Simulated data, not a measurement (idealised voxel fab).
Name of the process module below: voxel capacitor over wiring
It is cross-section cut that appears here, measuring 260 nm in width, its square cells being 5 nm in size.
Cross-section format: a grid of square cells, given as bands from top to bottom; each band is one or more rows of cells.
This entry defines a band. It first specifies the height of the band's top and the height of its bottom in nm, and then specifies the band's materials from left to right, stating each material with its width in nm. The word "everywhere" identifies a single material that fills the band from edge to edge, while the word "air" identifies empty space.
Height 0 is the level under which the wafer as received is all one material. The lowest band goes on downwards, as in "0 nm and below".
Width "30->40": first value at the band's top row of cells, second value at its bottom row, equal change from row to row.
Reading "all unchanged" for a step: not a cell of the cross-section changed in it.
"Enclosed cavities": sealed empty spaces, 8 cells or more, no open way to top, listed width x height at distance, with distance from the left edge and width, height and distance in nm.
Formally, on a step line, whatever follows the settings is a remark that the simulator itself makes on the step.
"overlay nm" on a masked step: distance the mask lay right of its planned place, negative for left.
Process steps (planned):
1) RECEIVE | material Si
2) CONFORMAL_DEP | material SiO2 | thk nm 10
3) DIRECTIONAL_DEP | material TiN | thk nm 5
4) DIRECTIONAL_DEP | material W | thk nm 15
5) MASKED_ETCH | tone cover | mask id METAL_1 | width nm 30 | pitch nm 100 | etch materials W | depth nm 15 | overlay nm 0
6) MASKED_ETCH | tone cover | mask id METAL_1 | width nm 30 | pitch nm 100 | etch materials TiN | depth nm 5 | overlay nm 0
7) CONFORMAL_DEP | material SiN | thk nm 5
8) FILL_DEP | material lowk | thk nm 10
9) CMP | height nm 30
10) CONFORMAL_DEP | material SiCN | thk nm 5
11) DIRECTIONAL_DEP | material lowk | thk nm 15
12) MASKED_ETCH | tone open | mask id PLUG_1 | width nm 15 | etch materials lowk | depth nm 15 | overlay nm 0
13) MASKED_ETCH | tone open | mask id PLUG_1 | width nm 15 | etch materials SiCN | depth nm 5 | overlay nm 0
14) EPI | material Ru | thk nm 10
15) EPI | material Ru | thk nm 10
16) DIRECTIONAL_DEP | material TiN | thk nm 5
17) DIRECTIONAL_DEP | material HfO2 | thk nm 5
18) DIRECTIONAL_DEP | material TiN | thk nm 10
19) DIRECTIONAL_DEP | material aC | thk nm 15
20) PATTERN | tone cover | mask id UPPER_PLATE | material resist | width nm 75 | thk nm 35 | overlay nm 0
21) DIRECTIONAL_ETCH | etch materials aC | depth nm 15
22) STRIP | etch materials resist
23) DIRECTIONAL_ETCH | etch materials TiN | depth nm 10
24) DIRECTIONAL_ETCH | etch materials HfO2 | depth nm 5
25) STRIP | etch materials aC
26) DIRECTIONAL_DEP | material aC | thk nm 15
27) PATTERN | tone cover | mask id LOWER_PLATE | material resist | width nm 85 | thk nm 30 | overlay nm 0
28) DIRECTIONAL_ETCH | etch materials aC | depth nm 15
29) STRIP | etch materials resist
30) DIRECTIONAL_ETCH | etch materials TiN | depth nm 5
31) STRIP | etch materials aC
32) FILL_DEP | material SiO2 | thk nm 15
33) CMP | height nm 80
34) DIRECTIONAL_DEP | material aC | thk nm 10
35) PATTERN | tone open | mask id PLUG_2 | material resist | width nm 15 | thk nm 25 | overlay nm 0
36) DIRECTIONAL_ETCH | etch materials aC | depth nm 10
37) STRIP | etch materials resist
38) DIRECTIONAL_ETCH | etch materials SiO2 | depth nm 10
39) STRIP | etch materials aC
40) CONFORMAL_DEP | material TiN | thk nm 5
41) FILL_DEP | material Cu | thk nm 5
42) CMP | height nm 80
43) CONFORMAL_DEP | material SiN | thk nm 5
Delivered wafer in cross-section: state after step 1:
0 nm and below: Si everywhere
Enclosed cavities: none
First of two wafers at the end of the module, shown in cross-section; run carried out as planned:
85 nm to 80 nm: SiN everywhere
80 nm to 75 nm: SiO2=90, TiN=5, Cu=5, TiN=5, SiO2=155
75 nm to 70 nm: SiO2=90, TiN=15, SiO2=155
70 nm to 60 nm: SiO2=80, TiN=75, SiO2=105
60 nm to 55 nm: SiO2=80, HfO2=75, SiO2=105
55 nm to 50 nm: SiO2=75, TiN=85, SiO2=100
50 nm to 35 nm: lowk=80, Ru=15, lowk=165
35 nm to 30 nm: SiCN=80, Ru=15, SiCN=165
30 nm to 15 nm: lowk=60, SiN=5, W=30, SiN=5, lowk=60, SiN=5, W=30, SiN=5, lowk=60
15 nm to 10 nm: SiN=65, TiN=30, SiN=70, TiN=30, SiN=65
10 nm to 0 nm: SiO2 everywhere
0 nm and below: Si everywhere
Enclosed cavities: none
Cross-sectional view of the second of two wafers upon completion of the module. This wafer shared its starting condition and process plan with the first; one error was made during its execution:
85 nm to 80 nm: SiN everywhere
80 nm to 75 nm: SiO2=90, TiN=65, SiO2=105
75 nm to 70 nm: SiO2=90, TiN=5, HfO2=60, SiO2=105
70 nm to 65 nm: SiO2=75, TiN=5, SiO2=15, TiN=65, SiO2=100
65 nm to 55 nm: lowk=80, TiN=15, lowk=165
55 nm to 50 nm: lowk=80, HfO2=15, lowk=165
50 nm to 45 nm: SiCN=80, TiN=15, SiCN=165
45 nm to 35 nm: lowk everywhere
35 nm to 30 nm: lowk=60, SiN=40, lowk=60, SiN=40, lowk=60
30 nm to 15 nm: lowk=60, SiN=5, W=30, SiN=5, lowk=60, SiN=5, W=30, SiN=5, lowk=60
15 nm to 10 nm: SiN=65, TiN=30, SiN=70, TiN=30, SiN=65
10 nm to 0 nm: SiO2 everywhere
0 nm and below: Si everywhere
Enclosed cavities: none
What was done differently from what was planned? step 9 of the plan did not run at all; it was left out
Final cells, second wafer relative to first, materials higher or lower: Cu -1, Ru -12, SiN +16, SiO2 -128, TiN -15, lowk +140
